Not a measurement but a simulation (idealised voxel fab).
The process module presented herein is designated voxel capacitor over wiring.
For reference, the cross-section in this document is cut, with width 220 nm and square cells of 5 nm.
Each cross-section below is a grid of square cells, stated as bands in top-down order, with one or more rows of cells making up each band.
What a band's entry tells you: where the top is and where the bottom is, as heights in nm, and after that what lies inside, material by material from left to right, each with its width in nm. Empty space is written as the word "empty", and a single material marked with the word "all across" occupies the band from edge to edge.
Where do heights start? At 0: under that level the wafer as delivered is made of one material only. And the lowest band has no floor; it just carries on downward, as in "top 0, no bottom".
Read "30..40" as a graded width: first number on top, second number at the bottom, same change between each pair of neighbouring rows.
Basically "stayed the same" means that step didn't change any cell in the cross-section.
"Enclosed void listing": sealed empty spaces, 8 cells or more, no open way to top, listed width x height at distance, with distance from the left edge and width, height and distance in nm.
Whatever follows a step's settings on its line is a remark the simulator itself makes about that step.
overlay nm: step with mask; distance mask lay right of planned place; negative value = left of planned place.
[Process steps - plan]
- 1: RECEIVE: material Si
- 2: CONFORMAL_DEP: material SiO2, thk nm 15
- 3: DIRECTIONAL_DEP: material TiN, thk nm 5
- 4: DIRECTIONAL_DEP: material Ru, thk nm 15
- 5: DIRECTIONAL_DEP: material aC, thk nm 10
- 6: PATTERN: tone cover, mask id METAL_1, material resist, width nm 25, pitch nm 85, thk nm 30, overlay nm 0
- 7: DIRECTIONAL_ETCH: etch materials aC, depth nm 10
- 8: STRIP: etch materials resist
- 9: DIRECTIONAL_ETCH: etch materials Ru, depth nm 15
- 10: DIRECTIONAL_ETCH: etch materials TiN, depth nm 5
- 11: STRIP: etch materials aC
- 12: CONFORMAL_DEP: material SiN, thk nm 5
- 13: FILL_DEP: material SiO2, thk nm 5
- 14: CMP: height nm 35
- 15: CONFORMAL_DEP: material SiCN, thk nm 5
- 16: DIRECTIONAL_DEP: material lowk, thk nm 20
- 17: PATTERN: tone open, mask id PLUG_1, material resist, width nm 15, thk nm 15, overlay nm 0
- 18: DIRECTIONAL_ETCH: etch materials lowk, depth nm 20
- 19: DIRECTIONAL_ETCH: etch materials SiCN, depth nm 5
- 20: STRIP: etch materials resist
- 21: EPI: material Ru, thk nm 10
- 22: EPI: material Ru, thk nm 10
- 23: EPI: material Ru, thk nm 5
- 24: DIRECTIONAL_DEP: material TiN, thk nm 10
- 25: DIRECTIONAL_DEP: material Al2O3, thk nm 5
- 26: DIRECTIONAL_DEP: material TiN, thk nm 5
- 27: MASKED_ETCH: tone cover, mask id UPPER_PLATE, width nm 65, etch materials TiN, depth nm 5, overlay nm 0
- 28: MASKED_ETCH: tone cover, mask id UPPER_PLATE, width nm 65, etch materials Al2O3, depth nm 5, overlay nm 0
- 29: PATTERN: tone cover, mask id LOWER_PLATE, material resist, width nm 75, thk nm 20, overlay nm 0
- 30: DIRECTIONAL_ETCH: etch materials TiN, depth nm 10
- 31: STRIP: etch materials resist
- 32: FILL_DEP: material SiO2, thk nm 15
- 33: CMP: height nm 90
- 34: DIRECTIONAL_DEP: material aC, thk nm 10
- 35: PATTERN: tone open, mask id PLUG_2, material resist, width nm 15, thk nm 30, overlay nm 0
- 36: DIRECTIONAL_ETCH: etch materials aC, depth nm 10
- 37: STRIP: etch materials resist
- 38: DIRECTIONAL_ETCH: etch materials SiO2, depth nm 10
- 39: STRIP: etch materials aC
- 40: CONFORMAL_DEP: material TiN, thk nm 5
- 41: FILL_DEP: material W, thk nm 5
- 42: CMP: height nm 90
- 43: CONFORMAL_DEP: material SiCN, thk nm 5
[So, the first of our two wafers, run just as we planned it]
[Step 1 complete: cross-section of the wafer as received]
> top 0, no bottom | Si all across
> Enclosed void listing: none
[You're looking at a cross-section of the wafer after step 2]
> top 15, bottom 0 | SiO2 all across
> Under 0: no change, same as before.
[You're looking at a cross-section of the wafer after step 3]
> top 20, bottom 15 | TiN all across
> Under 15: no change, same as before.
[You're looking at a cross-section of the wafer after step 4]
> top 35, bottom 20 | Ru all across
> Under 20: no change, same as before.
[You're looking at a cross-section of the wafer after step 5]
> top 45, bottom 35 | aC all across
> Under 35: no change, same as before.
[You're looking at a cross-section of the wafer after step 6]
> top 75, bottom 45 | empty 55 nm  resist 25 nm  empty 60 nm  resist 25 nm  empty 55 nm
> Under 45: no change, same as before.
[You're looking at a cross-section of the wafer after step 7]
> top 65, bottom 45 | empty 55 nm  resist 25 nm  empty 60 nm  resist 25 nm  empty 55 nm
> top 45, bottom 35 | empty 55 nm  aC 25 nm  empty 60 nm  aC 25 nm  empty 55 nm
> Under 35: no change, same as before.
[You're looking at a cross-section of the wafer after step 8]
> top 45, bottom 35 | empty 55 nm  aC 25 nm  empty 60 nm  aC 25 nm  empty 55 nm
> Under 35: no change, same as before.
[You're looking at a cross-section of the wafer after step 9]
> top 45, bottom 35 | empty 55 nm  aC 25 nm  empty 60 nm  aC 25 nm  empty 55 nm
> top 35, bottom 20 | empty 55 nm  Ru 25 nm  empty 60 nm  Ru 25 nm  empty 55 nm
> Under 20: no change, same as before.
[You're looking at a cross-section of the wafer after step 10]
> top 45, bottom 35 | empty 55 nm  aC 25 nm  empty 60 nm  aC 25 nm  empty 55 nm
> top 35, bottom 20 | empty 55 nm  Ru 25 nm  empty 60 nm  Ru 25 nm  empty 55 nm
> top 20, bottom 15 | empty 55 nm  TiN 25 nm  empty 60 nm  TiN 25 nm  empty 55 nm
> Under 15: no change, same as before.
[You're looking at a cross-section of the wafer after step 11]
> top 35, bottom 20 | empty 55 nm  Ru 25 nm  empty 60 nm  Ru 25 nm  empty 55 nm
> Under 20: no change, same as before.
[You're looking at a cross-section of the wafer after step 12]
> top 40, bottom 35 | empty 50 nm  SiN 35 nm  empty 50 nm  SiN 35 nm  empty 50 nm
> top 35, bottom 20 | empty 50 nm  SiN 5 nm  Ru 25 nm  SiN 5 nm  empty 50 nm  SiN 5 nm  Ru 25 nm  SiN 5 nm  empty 50 nm
> top 20, bottom 15 | SiN 55 nm  TiN 25 nm  SiN 60 nm  TiN 25 nm  SiN 55 nm
> Under 15: no change, same as before.
[You're looking at a cross-section of the wafer after step 13]
> top 45, bottom 40 | SiO2 all across
> top 40, bottom 35 | SiO2 50 nm  SiN 35 nm  SiO2 50 nm  SiN 35 nm  SiO2 50 nm
> top 35, bottom 20 | SiO2 50 nm  SiN 5 nm  Ru 25 nm  SiN 5 nm  SiO2 50 nm  SiN 5 nm  Ru 25 nm  SiN 5 nm  SiO2 50 nm
> Under 20: no change, same as before.
[You're looking at a cross-section of the wafer after step 14]
> top 35, bottom 20 | SiO2 50 nm  SiN 5 nm  Ru 25 nm  SiN 5 nm  SiO2 50 nm  SiN 5 nm  Ru 25 nm  SiN 5 nm  SiO2 50 nm
> Under 20: no change, same as before.
[You're looking at a cross-section of the wafer after step 15]
> top 40, bottom 35 | SiCN all across
> Under 35: no change, same as before.
[You're looking at a cross-section of the wafer after step 16]
> top 60, bottom 40 | lowk all across
> Under 40: no change, same as before.
[You're looking at a cross-section of the wafer after step 17]
> top 75, bottom 60 | resist 65 nm  empty 15 nm  resist 140 nm
> Under 60: no change, same as before.
[You're looking at a cross-section of the wafer after step 18]
> top 75, bottom 60 | resist 65 nm  empty 15 nm  resist 140 nm
> top 60, bottom 40 | lowk 65 nm  empty 15 nm  lowk 140 nm
> Under 40: no change, same as before.
[You're looking at a cross-section of the wafer after step 19]
> top 75, bottom 60 | resist 65 nm  empty 15 nm  resist 140 nm
> top 60, bottom 40 | lowk 65 nm  empty 15 nm  lowk 140 nm
> top 40, bottom 35 | SiCN 65 nm  empty 15 nm  SiCN 140 nm
> Under 35: no change, same as before.
[You're looking at a cross-section of the wafer after step 20]
> top 60, bottom 40 | lowk 65 nm  empty 15 nm  lowk 140 nm
> Under 40: no change, same as before.
[You're looking at a cross-section of the wafer after step 21]
> top 60, bottom 45 | lowk 65 nm  empty 15 nm  lowk 140 nm
> top 45, bottom 40 | lowk 65 nm  Ru 15 nm  lowk 140 nm
> top 40, bottom 35 | SiCN 65 nm  Ru 15 nm  SiCN 140 nm
> Under 35: no change, same as before.
[You're looking at a cross-section of the wafer after step 22]
> top 60, bottom 55 | lowk 65 nm  empty 15 nm  lowk 140 nm
> top 55, bottom 40 | lowk 65 nm  Ru 15 nm  lowk 140 nm
> Under 40: no change, same as before.
[You're looking at a cross-section of the wafer after step 23]
> top 60, bottom 40 | lowk 65 nm  Ru 15 nm  lowk 140 nm
> Under 40: no change, same as before.
[You're looking at a cross-section of the wafer after step 24]
> top 70, bottom 60 | TiN all across
> Under 60: no change, same as before.
[You're looking at a cross-section of the wafer after step 25]
> top 75, bottom 70 | Al2O3 all across
> Under 70: no change, same as before.
[You're looking at a cross-section of the wafer after step 26]
> top 80, bottom 75 | TiN all across
> Under 75: no change, same as before.
[You're looking at a cross-section of the wafer after step 27]
> top 80, bottom 75 | empty 65 nm  TiN 65 nm  empty 90 nm
> Under 75: no change, same as before.
[You're looking at a cross-section of the wafer after step 28]
> top 80, bottom 75 | empty 65 nm  TiN 65 nm  empty 90 nm
> top 75, bottom 70 | empty 65 nm  Al2O3 65 nm  empty 90 nm
> Under 70: no change, same as before.
[You're looking at a cross-section of the wafer after step 29]
> top 100, bottom 80 | empty 60 nm  resist 75 nm  empty 85 nm
> top 80, bottom 75 | empty 60 nm  resist 5 nm  TiN 65 nm  resist 5 nm  empty 85 nm
> top 75, bottom 70 | empty 60 nm  resist 5 nm  Al2O3 65 nm  resist 5 nm  empty 85 nm
> Under 70: no change, same as before.
[You're looking at a cross-section of the wafer after step 30]
> top 100, bottom 80 | empty 60 nm  resist 75 nm  empty 85 nm
> top 80, bottom 75 | empty 60 nm  resist 5 nm  TiN 65 nm  resist 5 nm  empty 85 nm
> top 75, bottom 70 | empty 60 nm  resist 5 nm  Al2O3 65 nm  resist 5 nm  empty 85 nm
> top 70, bottom 60 | empty 60 nm  TiN 75 nm  empty 85 nm
> Under 60: no change, same as before.
[You're looking at a cross-section of the wafer after step 31]
> top 80, bottom 75 | empty 65 nm  TiN 65 nm  empty 90 nm
> top 75, bottom 70 | empty 65 nm  Al2O3 65 nm  empty 90 nm
> Under 70: no change, same as before.
[You're looking at a cross-section of the wafer after step 32]
> top 95, bottom 80 | SiO2 all across
> top 80, bottom 75 | SiO2 65 nm  TiN 65 nm  SiO2 90 nm
> top 75, bottom 70 | SiO2 65 nm  Al2O3 65 nm  SiO2 90 nm
> top 70, bottom 60 | SiO2 60 nm  TiN 75 nm  SiO2 85 nm
> Under 60: no change, same as before.
[You're looking at a cross-section of the wafer after step 33]
> top 90, bottom 80 | SiO2 all across
> Under 80: no change, same as before.
[You're looking at a cross-section of the wafer after step 34]
> top 100, bottom 90 | aC all across
> Under 90: no change, same as before.
[You're looking at a cross-section of the wafer after step 35]
> top 130, bottom 100 | resist 75 nm  empty 15 nm  resist 130 nm
> Under 100: no change, same as before.
[You're looking at a cross-section of the wafer after step 36]
> top 120, bottom 100 | resist 75 nm  empty 15 nm  resist 130 nm
> top 100, bottom 90 | aC 75 nm  empty 15 nm  aC 130 nm
> Under 90: no change, same as before.
[You're looking at a cross-section of the wafer after step 37]
> top 100, bottom 90 | aC 75 nm  empty 15 nm  aC 130 nm
> Under 90: no change, same as before.
[You're looking at a cross-section of the wafer after step 38]
> top 100, bottom 90 | aC 75 nm  empty 15 nm  aC 130 nm
> top 90, bottom 80 | SiO2 75 nm  empty 15 nm  SiO2 130 nm
> Under 80: no change, same as before.
[You're looking at a cross-section of the wafer after step 39]
> top 90, bottom 80 | SiO2 75 nm  empty 15 nm  SiO2 130 nm
> Under 80: no change, same as before.
[You're looking at a cross-section of the wafer after step 40]
> top 95, bottom 90 | TiN 80 nm  empty 5 nm  TiN 135 nm
> top 90, bottom 85 | SiO2 75 nm  TiN 5 nm  empty 5 nm  TiN 5 nm  SiO2 130 nm
> top 85, bottom 75 | SiO2 75..65 nm  TiN 15..65 nm  SiO2 130..90 nm
> Under 75: no change, same as before.
[You're looking at a cross-section of the wafer after step 41]
> top 100, bottom 95 | W all across
> top 95, bottom 90 | TiN 80 nm  W 5 nm  TiN 135 nm
> top 90, bottom 85 | SiO2 75 nm  TiN 5 nm  W 5 nm  TiN 5 nm  SiO2 130 nm
> Under 85: no change, same as before.
[You're looking at a cross-section of the wafer after step 42]
> top 90, bottom 85 | SiO2 75 nm  TiN 5 nm  W 5 nm  TiN 5 nm  SiO2 130 nm
> Under 85: no change, same as before.
[You're looking at a cross-section of the wafer after step 43]
> top 95, bottom 90 | SiCN all across
> Under 90: no change, same as before.
[It is to be noted that the second wafer proceeded from the same initial state and according to the same plan as the first, although one mistake was committed in its execution; through step 24, inclusive, the two wafers share an identical history]
[Second wafer shown in cross-section at the time step 25 was slated to end]
> top 75, bottom 60 | TiN all across
> Under 60: no change, same as before.
[Second wafer shown in cross-section at the time step 26 was slated to end]
> top 80, bottom 75 | Al2O3 all across
> Under 75: no change, same as before.
Second wafer shown in cross-section at the time step 27 was slated to end: stayed the same
[Second wafer shown in cross-section at the time step 28 was slated to end]
> top 80, bottom 75 | empty 65 nm  Al2O3 65 nm  empty 90 nm
> Under 75: no change, same as before.
[Second wafer shown in cross-section at the time step 29 was slated to end]
> top 100, bottom 80 | empty 60 nm  resist 75 nm  empty 85 nm
> top 80, bottom 75 | empty 60 nm  resist 5 nm  Al2O3 65 nm  resist 5 nm  empty 85 nm
> Under 75: no change, same as before.
[Second wafer shown in cross-section at the time step 30 was slated to end]
> top 100, bottom 80 | empty 60 nm  resist 75 nm  empty 85 nm
> top 80, bottom 75 | empty 60 nm  resist 5 nm  Al2O3 65 nm  resist 5 nm  empty 85 nm
> top 75, bottom 65 | empty 60 nm  TiN 75 nm  empty 85 nm
> Under 65: no change, same as before.
[Second wafer shown in cross-section at the time step 31 was slated to end]
> top 80, bottom 75 | empty 65 nm  Al2O3 65 nm  empty 90 nm
> Under 75: no change, same as before.
[Second wafer shown in cross-section at the time step 32 was slated to end]
> top 95, bottom 80 | SiO2 all across
> top 80, bottom 75 | SiO2 65 nm  Al2O3 65 nm  SiO2 90 nm
> top 75, bottom 65 | SiO2 60 nm  TiN 75 nm  SiO2 85 nm
> Under 65: no change, same as before.
[Second wafer shown in cross-section at the time step 33 was slated to end]
> top 90, bottom 80 | SiO2 all across
> Under 80: no change, same as before.
[Second wafer shown in cross-section at the time step 34 was slated to end]
> top 100, bottom 90 | aC all across
> Under 90: no change, same as before.
[Second wafer shown in cross-section at the time step 35 was slated to end]
> top 130, bottom 100 | resist 75 nm  empty 15 nm  resist 130 nm
> Under 100: no change, same as before.
[Second wafer shown in cross-section at the time step 36 was slated to end]
> top 120, bottom 100 | resist 75 nm  empty 15 nm  resist 130 nm
> top 100, bottom 90 | aC 75 nm  empty 15 nm  aC 130 nm
> Under 90: no change, same as before.
[Second wafer shown in cross-section at the time step 37 was slated to end]
> top 100, bottom 90 | aC 75 nm  empty 15 nm  aC 130 nm
> Under 90: no change, same as before.
[Second wafer shown in cross-section at the time step 38 was slated to end]
> top 100, bottom 90 | aC 75 nm  empty 15 nm  aC 130 nm
> top 90, bottom 80 | SiO2 75 nm  empty 15 nm  SiO2 130 nm
> Under 80: no change, same as before.
[Second wafer shown in cross-section at the time step 39 was slated to end]
> top 90, bottom 80 | SiO2 75 nm  empty 15 nm  SiO2 130 nm
> Under 80: no change, same as before.
[Second wafer shown in cross-section at the time step 40 was slated to end]
> top 95, bottom 90 | TiN 80 nm  empty 5 nm  TiN 135 nm
> top 90, bottom 85 | SiO2 75 nm  TiN 5 nm  empty 5 nm  TiN 5 nm  SiO2 130 nm
> top 85, bottom 80 | SiO2 75 nm  TiN 15 nm  SiO2 130 nm
> Under 80: no change, same as before.
[Second wafer shown in cross-section at the time step 41 was slated to end]
> top 100, bottom 95 | W all across
> top 95, bottom 90 | TiN 80 nm  W 5 nm  TiN 135 nm
> top 90, bottom 85 | SiO2 75 nm  TiN 5 nm  W 5 nm  TiN 5 nm  SiO2 130 nm
> Under 85: no change, same as before.
[Second wafer shown in cross-section at the time step 42 was slated to end]
> top 90, bottom 85 | SiO2 75 nm  TiN 5 nm  W 5 nm  TiN 5 nm  SiO2 130 nm
> Under 85: no change, same as before.
[Second wafer shown in cross-section at the time step 43 was slated to end]
> top 95, bottom 90 | SiCN all across
> Under 90: no change, same as before.
In executing the process, a mistake was made relative to the plan: order of steps 25 and 26 inverted relative to the plan
Bottom line after processing is that, in cells, the second wafer is up or down on some materials versus the first: SiO2: 31 fewer; TiN: 31 more
